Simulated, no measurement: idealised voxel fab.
Proc. module: voxel self aligned vias
Displayed cross-section: cut, width of 210 nm, square cells sized 5 nm.
A cross-section is written here as square cells arranged in a grid, and it is given in bands from the top down, each band taking up one or more rows of cells.
Read a band's entry like this: the first values are the height of its top and the height of its bottom in nm, and what follows is the sequence of materials from left to right, each with its width in nm. Note that "empty" is empty space, and that a single material marked "all across" reaches across the band from edge to edge.
The reference from which all heights are counted is 0, the level beneath which the as-received wafer is entirely one material; the lowest band, having no lower bound, proceeds downward and is written after the example "0 nm and below".
The expression "30 to 40" gives the width at the extremes of the band, the first number at its top row of cells and the second at its bottom row, with the width changing by equal amounts from each row to the next in between.
"changes: none" means the step left every cell of the cross-section as it was.
Basically, "Trapped cavities" tells you about the enclosed voids: empty spaces with no open way to the top, 8 cells or bigger, each written width x height at distance, where distance is from the left edge, all in nm.
The remark found on a step's line after its settings is issued by the simulator itself and pertains to that step.
overlay nm: how far to the right of its planned place the mask lay on this masked step (negative: to the left).
## Steps in the process plan
1. RECEIVE,material Si
2. CONFORMAL_DEP,material SiO2,thk nm 10
3. CONFORMAL_DEP,material SiCN,thk nm 5
4. DIRECTIONAL_DEP,material lowk,thk nm 30
5. PATTERN,tone open,mask id LINES,material resist,width nm 20,pitch nm 55,thk nm 15,overlay nm 0
6. DIRECTIONAL_ETCH,etch materials lowk,depth nm 30
7. STRIP,etch materials resist
8. CONFORMAL_DEP,material TiN,thk nm 5
9. FILL_DEP,material W,thk nm 10
10. CMP,height nm 45
11. SELECTIVE_ETCH,etch materials W Ru TiN,depth nm 10
12. FILL_DEP,material SiN,thk nm 5
13. CMP,height nm 45
14. DIRECTIONAL_DEP,material lowk,thk nm 20
15. MASKED_ETCH,tone open,mask id VIAS,width nm 40,etch materials lowk,depth nm 20,overlay nm 0
16. MASKED_ETCH,tone open,mask id VIAS,width nm 40,etch materials SiN,depth nm 10,overlay nm 0
17. CONFORMAL_DEP,material TiN,thk nm 5
18. FILL_DEP,material W,thk nm 10
19. CMP,height nm 65
20. CONFORMAL_DEP,material SiCN,thk nm 5
## The following pertains to the first of two wafers, which was processed as planned
## Cross-section of the wafer at receipt, which is the condition after step 1
- 0 nm and below: Si all across
- Trapped cavities: none
## You're looking at a cross-section of the wafer after step 2
- 10 nm to 0 nm: SiO2 all across
- Note: structure below 0 unchanged.
## You're looking at a cross-section of the wafer after step 3
- 15 nm to 10 nm: SiCN all across
- Note: structure below 10 unchanged.
## You're looking at a cross-section of the wafer after step 4
- 45 nm to 15 nm: lowk all across
- Note: structure below 15 unchanged.
## You're looking at a cross-section of the wafer after step 5
- 60 nm to 45 nm: 65 nm resist / 20 nm empty / 35 nm resist / 20 nm empty / 70 nm resist
- Note: structure below 45 unchanged.
## You're looking at a cross-section of the wafer after step 6
- 60 nm to 45 nm: 65 nm resist / 20 nm empty / 35 nm resist / 20 nm empty / 70 nm resist
- 45 nm to 15 nm: 65 nm lowk / 20 nm empty / 35 nm lowk / 20 nm empty / 70 nm lowk
- Note: structure below 15 unchanged.
## You're looking at a cross-section of the wafer after step 7
- 45 nm to 15 nm: 65 nm lowk / 20 nm empty / 35 nm lowk / 20 nm empty / 70 nm lowk
- Note: structure below 15 unchanged.
## You're looking at a cross-section of the wafer after step 8
- 50 nm to 45 nm: 70 nm TiN / 10 nm empty / 45 nm TiN / 10 nm empty / 75 nm TiN
- 45 nm to 20 nm: 65 nm lowk / 5 nm TiN / 10 nm empty / 5 nm TiN / 35 nm lowk / 5 nm TiN / 10 nm empty / 5 nm TiN / 70 nm lowk
- 20 nm to 15 nm: 65 nm lowk / 20 nm TiN / 35 nm lowk / 20 nm TiN / 70 nm lowk
- Note: structure below 15 unchanged.
## You're looking at a cross-section of the wafer after step 9
- 60 nm to 50 nm: W all across
- 50 nm to 45 nm: 70 nm TiN / 10 nm W / 45 nm TiN / 10 nm W / 75 nm TiN
- 45 nm to 20 nm: 65 nm lowk / 5 nm TiN / 10 nm W / 5 nm TiN / 35 nm lowk / 5 nm TiN / 10 nm W / 5 nm TiN / 70 nm lowk
- Note: structure below 20 unchanged.
## You're looking at a cross-section of the wafer after step 10
- 45 nm to 20 nm: 65 nm lowk / 5 nm TiN / 10 nm W / 5 nm TiN / 35 nm lowk / 5 nm TiN / 10 nm W / 5 nm TiN / 70 nm lowk
- Note: structure below 20 unchanged.
## You're looking at a cross-section of the wafer after step 11
- 45 nm to 35 nm: 65 nm lowk / 20 nm empty / 35 nm lowk / 20 nm empty / 70 nm lowk
- Note: structure below 35 unchanged.
## You're looking at a cross-section of the wafer after step 12
- 50 nm to 45 nm: SiN all across
- 45 nm to 35 nm: 65 nm lowk / 20 nm SiN / 35 nm lowk / 20 nm SiN / 70 nm lowk
- Note: structure below 35 unchanged.
## You're looking at a cross-section of the wafer after step 13
- 45 nm to 35 nm: 65 nm lowk / 20 nm SiN / 35 nm lowk / 20 nm SiN / 70 nm lowk
- Note: structure below 35 unchanged.
## You're looking at a cross-section of the wafer after step 14
- 65 nm to 45 nm: lowk all across
- Note: structure below 45 unchanged.
## You're looking at a cross-section of the wafer after step 15
- 65 nm to 45 nm: 55 nm lowk / 40 nm empty / 115 nm lowk
- Note: structure below 45 unchanged.
## You're looking at a cross-section of the wafer after step 16
- 65 nm to 45 nm: 55 nm lowk / 40 nm empty / 115 nm lowk
- 45 nm to 35 nm: 65 nm lowk / 20 nm empty / 35 nm lowk / 20 nm SiN / 70 nm lowk
- Note: structure below 35 unchanged.
## You're looking at a cross-section of the wafer after step 17
- 70 nm to 65 nm: 60 nm TiN / 30 nm empty / 120 nm TiN
- 65 nm to 50 nm: 55 nm lowk / 5 nm TiN / 30 nm empty / 5 nm TiN / 115 nm lowk
- 50 nm to 45 nm: 55 nm lowk / 15 nm TiN / 10 nm empty / 15 nm TiN / 115 nm lowk
- 45 nm to 40 nm: 65 nm lowk / 5 nm TiN / 10 nm empty / 5 nm TiN / 35 nm lowk / 20 nm SiN / 70 nm lowk
- 40 nm to 35 nm: 65 nm lowk / 20 nm TiN / 35 nm lowk / 20 nm SiN / 70 nm lowk
- Note: structure below 35 unchanged.
## You're looking at a cross-section of the wafer after step 18
- 80 nm to 70 nm: W all across
- 70 nm to 65 nm: 60 nm TiN / 30 nm W / 120 nm TiN
- 65 nm to 50 nm: 55 nm lowk / 5 nm TiN / 30 nm W / 5 nm TiN / 115 nm lowk
- 50 nm to 45 nm: 55 nm lowk / 15 nm TiN / 10 nm W / 15 nm TiN / 115 nm lowk
- 45 nm to 40 nm: 65 nm lowk / 5 nm TiN / 10 nm W / 5 nm TiN / 35 nm lowk / 20 nm SiN / 70 nm lowk
- Note: structure below 40 unchanged.
## You're looking at a cross-section of the wafer after step 19
- 65 nm to 50 nm: 55 nm lowk / 5 nm TiN / 30 nm W / 5 nm TiN / 115 nm lowk
- Note: structure below 50 unchanged.
## You're looking at a cross-section of the wafer after step 20
- 70 nm to 65 nm: SiCN all across
- Note: structure below 65 unchanged.
## second wafer: like start, like plan, one mistake. Through step 4 it matches the first wafer
## Cross-section, second wafer, at the end time the plan gives for step 5
- 60 nm to 45 nm: 60 nm resist / 30 nm empty / 25 nm resist / 30 nm empty / 65 nm resist
- Note: structure below 45 unchanged.
## Cross-section, second wafer, at the end time the plan gives for step 6
- 60 nm to 45 nm: 60 nm resist / 30 nm empty / 25 nm resist / 30 nm empty / 65 nm resist
- 45 nm to 15 nm: 60 nm lowk / 30 nm empty / 25 nm lowk / 30 nm empty / 65 nm lowk
- Note: structure below 15 unchanged.
## Cross-section, second wafer, at the end time the plan gives for step 7
- 45 nm to 15 nm: 60 nm lowk / 30 nm empty / 25 nm lowk / 30 nm empty / 65 nm lowk
- Note: structure below 15 unchanged.
## Cross-section, second wafer, at the end time the plan gives for step 8
- 50 nm to 45 nm: 65 nm TiN / 20 nm empty / 35 nm TiN / 20 nm empty / 70 nm TiN
- 45 nm to 20 nm: 60 nm lowk / 5 nm TiN / 20 nm empty / 5 nm TiN / 25 nm lowk / 5 nm TiN / 20 nm empty / 5 nm TiN / 65 nm lowk
- 20 nm to 15 nm: 60 nm lowk / 30 nm TiN / 25 nm lowk / 30 nm TiN / 65 nm lowk
- Note: structure below 15 unchanged.
## Cross-section, second wafer, at the end time the plan gives for step 9
- 60 nm to 50 nm: W all across
- 50 nm to 45 nm: 65 nm TiN / 20 nm W / 35 nm TiN / 20 nm W / 70 nm TiN
- 45 nm to 20 nm: 60 nm lowk / 5 nm TiN / 20 nm W / 5 nm TiN / 25 nm lowk / 5 nm TiN / 20 nm W / 5 nm TiN / 65 nm lowk
- Note: structure below 20 unchanged.
## Cross-section, second wafer, at the end time the plan gives for step 10
- 45 nm to 20 nm: 60 nm lowk / 5 nm TiN / 20 nm W / 5 nm TiN / 25 nm lowk / 5 nm TiN / 20 nm W / 5 nm TiN / 65 nm lowk
- Note: structure below 20 unchanged.
## Cross-section, second wafer, at the end time the plan gives for step 11
- 45 nm to 35 nm: 60 nm lowk / 30 nm empty / 25 nm lowk / 30 nm empty / 65 nm lowk
- Note: structure below 35 unchanged.
## Cross-section, second wafer, at the end time the plan gives for step 12
- 50 nm to 45 nm: SiN all across
- 45 nm to 35 nm: 60 nm lowk / 30 nm SiN / 25 nm lowk / 30 nm SiN / 65 nm lowk
- Note: structure below 35 unchanged.
## Cross-section, second wafer, at the end time the plan gives for step 13
- 45 nm to 35 nm: 60 nm lowk / 30 nm SiN / 25 nm lowk / 30 nm SiN / 65 nm lowk
- Note: structure below 35 unchanged.
## Cross-section, second wafer, at the end time the plan gives for step 14
- 65 nm to 45 nm: lowk all across
- Note: structure below 45 unchanged.
## Cross-section, second wafer, at the end time the plan gives for step 15
- 65 nm to 45 nm: 55 nm lowk / 40 nm empty / 115 nm lowk
- Note: structure below 45 unchanged.
## Cross-section, second wafer, at the end time the plan gives for step 16
- 65 nm to 45 nm: 55 nm lowk / 40 nm empty / 115 nm lowk
- 45 nm to 35 nm: 60 nm lowk / 30 nm empty / 25 nm lowk / 30 nm SiN / 65 nm lowk
- Note: structure below 35 unchanged.
## Cross-section, second wafer, at the end time the plan gives for step 17
- 70 nm to 65 nm: 60 nm TiN / 30 nm empty / 120 nm TiN
- 65 nm to 50 nm: 55 nm lowk / 5 nm TiN / 30 nm empty / 5 nm TiN / 115 nm lowk
- 50 nm to 45 nm: 55 nm lowk / 10 nm TiN / 20 nm empty / 10 nm TiN / 115 nm lowk
- 45 nm to 40 nm: 60 nm lowk / 5 nm TiN / 20 nm empty / 5 nm TiN / 25 nm lowk / 30 nm SiN / 65 nm lowk
- 40 nm to 35 nm: 60 nm lowk / 30 nm TiN / 25 nm lowk / 30 nm SiN / 65 nm lowk
- Note: structure below 35 unchanged.
## Cross-section, second wafer, at the end time the plan gives for step 18
- 80 nm to 70 nm: W all across
- 70 nm to 65 nm: 60 nm TiN / 30 nm W / 120 nm TiN
- 65 nm to 50 nm: 55 nm lowk / 5 nm TiN / 30 nm W / 5 nm TiN / 115 nm lowk
- 50 nm to 45 nm: 55 nm lowk / 10 nm TiN / 20 nm W / 10 nm TiN / 115 nm lowk
- 45 nm to 40 nm: 60 nm lowk / 5 nm TiN / 20 nm W / 5 nm TiN / 25 nm lowk / 30 nm SiN / 65 nm lowk
- Note: structure below 40 unchanged.
## Cross-section, second wafer, at the end time the plan gives for step 19
- 65 nm to 50 nm: 55 nm lowk / 5 nm TiN / 30 nm W / 5 nm TiN / 115 nm lowk
- Note: structure below 50 unchanged.
## Cross-section, second wafer, at the end time the plan gives for step 20
- 70 nm to 65 nm: SiCN all across
- Note: structure below 65 unchanged.
Deviation noted in wafer processing: step 5 off recipe, ran as PATTERN,tone open,mask id LINES,material resist,width nm 30,pitch nm 55,thk nm 15,overlay nm 0
Once processing is complete, comparing cell counts shows that the second wafer has more or fewer of certain materials than the first: SiN: 4 more | TiN: 4 more | W: 16 more | lowk: 24 fewer
